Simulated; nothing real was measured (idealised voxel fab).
process module | voxel transistor to metal
cross-section cut | 150 nm wide | cells 5 nm
A cross-section is a grid of square cells, given in bands from the top down. A band is one or more rows of cells.
Each band's line starts with the height of the band's top and of its bottom, in nm. Then come its materials from left to right, each with its width in nm. One material with "throughout" fills the band from edge to edge. "air" is empty space.
Height 0 is the level under which the wafer as received is all one material. The lowest band goes on downwards, as in "0 down".
A width such as "30 to 40" changes by the same amount from each row of cells to the next, from the band's top row to its bottom row.
"no change" after a step means that no cell of the cross-section changed.
closed voids: empty space of 8 cells or more with no open way to the top, each as width x height at its distance from the left edge, in nm
after a step's settings: what the simulator itself notes on the step
overlay nm, on a step with a mask: how far to the right of its planned place the mask lay; to the left if negative
plan
1 op RECEIVE | material Si
2 op OXIDIZE | depth nm 5
3 op CONFORMAL_DEP | material SiN | thk nm 15
4 op DIRECTIONAL_DEP | material aC | thk nm 15
5 op PATTERN | tone cover | mask id ACTIVE | material resist | width nm 110 | thk nm 30 | overlay nm 0
6 op DIRECTIONAL_ETCH | etch materials aC | depth nm 15
7 op STRIP | etch materials resist
8 op DIRECTIONAL_ETCH | etch materials SiN | depth nm 15
9 op DIRECTIONAL_ETCH | etch materials SiO2 | depth nm 5
10 op DIRECTIONAL_ETCH | etch materials Si | depth nm 20
11 op STRIP | etch materials aC
12 op OXIDIZE | depth nm 5
13 op FILL_DEP | material SiO2 | thk nm 10
14 op CMP | height nm 15
15 op SELECTIVE_ETCH | etch materials SiO2 | depth nm 5
16 op STRIP | etch materials SiN
17 op SELECTIVE_ETCH | etch materials SiO2 | depth nm 5
18 op OXIDIZE | depth nm 5
19 op DIRECTIONAL_DEP | material polySi | thk nm 20
20 op DIRECTIONAL_DEP | material SiCN | thk nm 10
21 op DIRECTIONAL_DEP | material aC | thk nm 15
22 op PATTERN | tone cover | mask id GATE | material resist | width nm 30 | thk nm 35 | overlay nm 0
23 op DIRECTIONAL_ETCH | etch materials aC | depth nm 15
24 op STRIP | etch materials resist
25 op DIRECTIONAL_ETCH | etch materials SiCN | depth nm 20
26 op DIRECTIONAL_ETCH | etch materials polySi | depth nm 30
27 op STRIP | etch materials aC
28 op CONFORMAL_DEP | material SiO2 | thk nm 5
29 op DIRECTIONAL_ETCH | etch materials SiO2 | depth nm 5
30 op CONFORMAL_DEP | material SiN | thk nm 5
31 op DIRECTIONAL_ETCH | etch materials SiN | depth nm 5
32 op DIRECTIONAL_ETCH | etch materials SiO2 | depth nm 5
33 op DIRECTIONAL_ETCH | etch materials Si | depth nm 15
34 op EPI | material SiGe | thk nm 15
35 op FILL_DEP | material SiO2 | thk nm 5
36 op CMP | height nm 15
37 op STRIP | etch materials polySi
38 op SELECTIVE_ETCH | etch materials SiO2 | depth nm 5
39 op CONFORMAL_DEP | material HfO2 | thk nm 5
40 op CONFORMAL_DEP | material TiN | thk nm 5
41 op FILL_DEP | material W | thk nm 5
42 op CMP | height nm 10
43 op DIRECTIONAL_DEP | material SiO2 | thk nm 15
44 op PATTERN | tone open | mask id CONTACT | material resist | width nm 15 | pitch nm 85 | thk nm 20 | overlay nm 0
45 op DIRECTIONAL_ETCH | etch materials SiO2 | depth nm 35
46 op STRIP | etch materials resist
47 op CONFORMAL_DEP | material TiN | thk nm 5
48 op FILL_DEP | material W | thk nm 10
49 op CMP | height nm 25
50 op CONFORMAL_DEP | material SiN | thk nm 5
51 op DIRECTIONAL_DEP | material SiO2 | thk nm 25
52 op PATTERN | tone open | mask id METAL_1 | material resist | width nm 15 | pitch nm 85 | thk nm 15 | overlay nm 0
53 op DIRECTIONAL_ETCH | etch materials SiO2 | depth nm 25
54 op DIRECTIONAL_ETCH | etch materials SiN | depth nm 5
55 op STRIP | etch materials resist
56 op CONFORMAL_DEP | material TiN | thk nm 5
57 op FILL_DEP | material Cu | thk nm 10
58 op CMP | height nm 55
59 op EPI | material Ru | thk nm 5
60 op FILL_DEP | material SiCN | thk nm 5
61 op DIRECTIONAL_DEP | material lowk | thk nm 35
62 op DIRECTIONAL_DEP | material aC | thk nm 10
63 op PATTERN | tone open | mask id METAL_2 | material resist | width nm 15 | pitch nm 85 | thk nm 25 | overlay nm 0
64 op DIRECTIONAL_ETCH | etch materials aC | depth nm 10
65 op STRIP | etch materials resist
66 op DIRECTIONAL_ETCH | etch materials lowk | depth nm 20
67 op STRIP | etch materials aC
68 op DIRECTIONAL_DEP | material aC | thk nm 15
69 op PATTERN | tone open | mask id METAL_2_HOLES | material resist | width nm 15 | pitch nm 85 | thk nm 35 | overlay nm 0
70 op DIRECTIONAL_ETCH | etch materials aC | depth nm 15
71 op STRIP | etch materials resist
72 op DIRECTIONAL_ETCH | etch materials lowk | depth nm 15
73 op DIRECTIONAL_ETCH | etch materials SiCN | depth nm 5
74 op STRIP | etch materials aC
75 op CONFORMAL_DEP | material TiN | thk nm 5
76 op FILL_DEP | material Cu | thk nm 5
77 op CMP | height nm 100
78 op CONFORMAL_DEP | material SiCN | thk nm 5
as received, after step 1
  0 down: Si throughout
  closed voids: none
a wafer at the end: this start, this plan, one mistake
  105 to 100: SiCN throughout
  100 to 65: lowk 25 | TiN 5 | Cu 5 | TiN 5 | lowk 70 | TiN 5 | Cu 5 | TiN 5 | lowk 25
  65 to 60: SiCN 25 | TiN 15 | SiCN 70 | TiN 15 | SiCN 25
  60 to 55: SiCN 20 | Ru 25 | SiCN 60 | Ru 25 | SiCN 20
  55 to 30: SiO2 25 | TiN 5 | Cu 5 | TiN 5 | SiO2 70 | TiN 5 | Cu 5 | TiN 5 | SiO2 25
  30 to 25: SiN 25 | TiN 15 | SiN 70 | TiN 15 | SiN 25
  25 to 10: TiN throughout
  10 to 5: SiO2 50 | SiN 5 | HfO2 5 | TiN 5 | W 20 | TiN 5 | HfO2 5 | SiN 5 | SiO2 50
  5 to 0: SiO2 20 | SiN 5 | SiO2 10 | SiGe 15 | SiN 5 | HfO2 5 | TiN 5 | W 20 | TiN 5 | HfO2 5 | SiN 5 | SiGe 15 | SiO2 10 | SiN 5 | SiO2 20
  0 to -5: SiO2 20 | SiN 5 | SiO2 10 | SiGe 15 | SiN 5 | HfO2 5 | TiN 30 | HfO2 5 | SiN 5 | SiGe 15 | SiO2 10 | SiN 5 | SiO2 20
  -5 to -10: SiO2 35 | SiGe 15 | SiO2 5 | HfO2 40 | SiO2 5 | SiGe 15 | SiO2 35
  -10 to -25: SiO2 25 | SiGe 25 | Si 50 | SiGe 25 | SiO2 25
  -25 to -30: SiO2 25 | Si 100 | SiO2 25
  -30 down: Si throughout
  closed voids: none
what went wrong: step 43 ran as: op DIRECTIONAL_DEP | material TiN | thk nm 15
